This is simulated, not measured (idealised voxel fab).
Presented below is a process module, voxel wiring stack.
The figure presents cross-section cut, which has a width of 260 nm and is divided into square cells with an edge length of 5 nm.
Bands, listed from the top down, are how a cross-section gets written in this document; the cross-section itself is a grid of square cells, and a band is one or more rows of them. Each band's line starts with the height of the band's top and of its bottom, in nm. Then come its materials from left to right, each with its width in nm. One material with "full width" fills the band from edge to edge. "air" is empty space. Height datum 0, below which the as-received substrate wafer is one material. Lowest band open at the bottom, running downward: "0 down". The width entry "30 to 40" should be interpreted row by row: the top row of cells in the band takes the first number, the bottom row takes the second number, and the change between adjacent rows is uniform throughout. "everything unchanged", as given for a step, is the statement that not any cell of the cross-section underwent a change during that step. What "Enclosed void listing" gives you is every empty space of 8 cells or more that is cut off from the top. Each appears as width x height at distance, with the distance taken from the left edge and width, height and distance all in nm. On each step's line, the part that comes after the settings is the simulator's own comment on the step. When a step includes a mask, the "overlay nm" setting on its line states how far to the right of its planned place that mask lay, and negative values state how far to the left.

### List of planned process steps
1 RECEIVE [material Si]
2 CONFORMAL_DEP [material SiO2] [thk nm 15]
3 CONFORMAL_DEP [material SiN] [thk nm 5]
4 DIRECTIONAL_DEP [material lowk] [thk nm 15]
5 MASKED_ETCH [tone open] [mask id METAL_1] [width nm 25] [pitch nm 50] [etch materials lowk] [depth nm 15] [overlay nm 0]
6 MASKED_ETCH [tone open] [mask id METAL_1] [width nm 25] [pitch nm 50] [etch materials SiN] [depth nm 5] [overlay nm 0]
7 CONFORMAL_DEP [material TiN] [thk nm 5]
8 FILL_DEP [material W] [thk nm 10]
9 CMP [height nm 35]
10 EPI [material Ru] [thk nm 5]
11 FILL_DEP [material SiCN] [thk nm 5]
12 DIRECTIONAL_DEP [material lowk] [thk nm 35]
13 PATTERN [tone open] [mask id METAL_2_HOLES] [material resist] [width nm 15] [thk nm 15] [overlay nm 0]
14 DIRECTIONAL_ETCH [etch materials lowk] [depth nm 35]
15 STRIP [etch materials resist]
16 DIRECTIONAL_DEP [material aC] [thk nm 15]
17 PATTERN [tone open] [mask id METAL_2] [material resist] [width nm 25] [pitch nm 50] [thk nm 35] [overlay nm 0]
18 DIRECTIONAL_ETCH [etch materials aC] [depth nm 15]
19 STRIP [etch materials resist]
20 DIRECTIONAL_ETCH [etch materials lowk] [depth nm 20]
21 DIRECTIONAL_ETCH [etch materials SiCN] [depth nm 5]
22 STRIP [etch materials aC]
23 CONFORMAL_DEP [material TiN] [thk nm 5]
24 FILL_DEP [material Cu] [thk nm 5]
25 CMP [height nm 80]
26 CONFORMAL_DEP [material SiCN] [thk nm 5]

### Cross-section of the wafer as it came to us, i.e., already through step 1
- 0 down: Si full width
- Enclosed void listing: none

### a wafer at the end: this start, this plan, one mistake
- 85 to 80: SiCN full width
- 80 to 65: lowk=90 | TiN=5 | Cu=15 | TiN=5 | lowk=25 | TiN=5 | Cu=15 | TiN=5 | lowk=95
- 65 to 60: lowk=90 | TiN=5 | Cu=5 | TiN=15 | lowk=25 | TiN=25 | lowk=95
- 60 to 45: lowk=90 | TiN=5 | Cu=5 | TiN=5 | lowk=155
- 45 to 40: SiCN=90 | TiN=15 | SiCN=155
- 40 to 35: SiCN=80 | Ru=45 | SiCN=5 | Ru=45 | SiCN=85
- 35 to 25: lowk=85 | TiN=5 | W=25 | TiN=5 | lowk=15 | TiN=5 | W=25 | TiN=5 | lowk=90
- 25 to 20: lowk=85 | TiN=10 | W=15 | TiN=10 | lowk=15 | TiN=10 | W=15 | TiN=10 | lowk=90
- 20 to 15: SiN=90 | TiN=25 | SiN=25 | TiN=25 | SiN=95
- 15 to 0: SiO2 full width
- 0 down: Si full width
- Enclosed void listing: none
Nonconformance to the process plan: step 5 went in with a setting other than planned; the actual run was MASKED_ETCH [tone open] [mask id METAL_1] [width nm 35] [pitch nm 50] [etch materials lowk] [depth nm 15] [overlay nm 0]
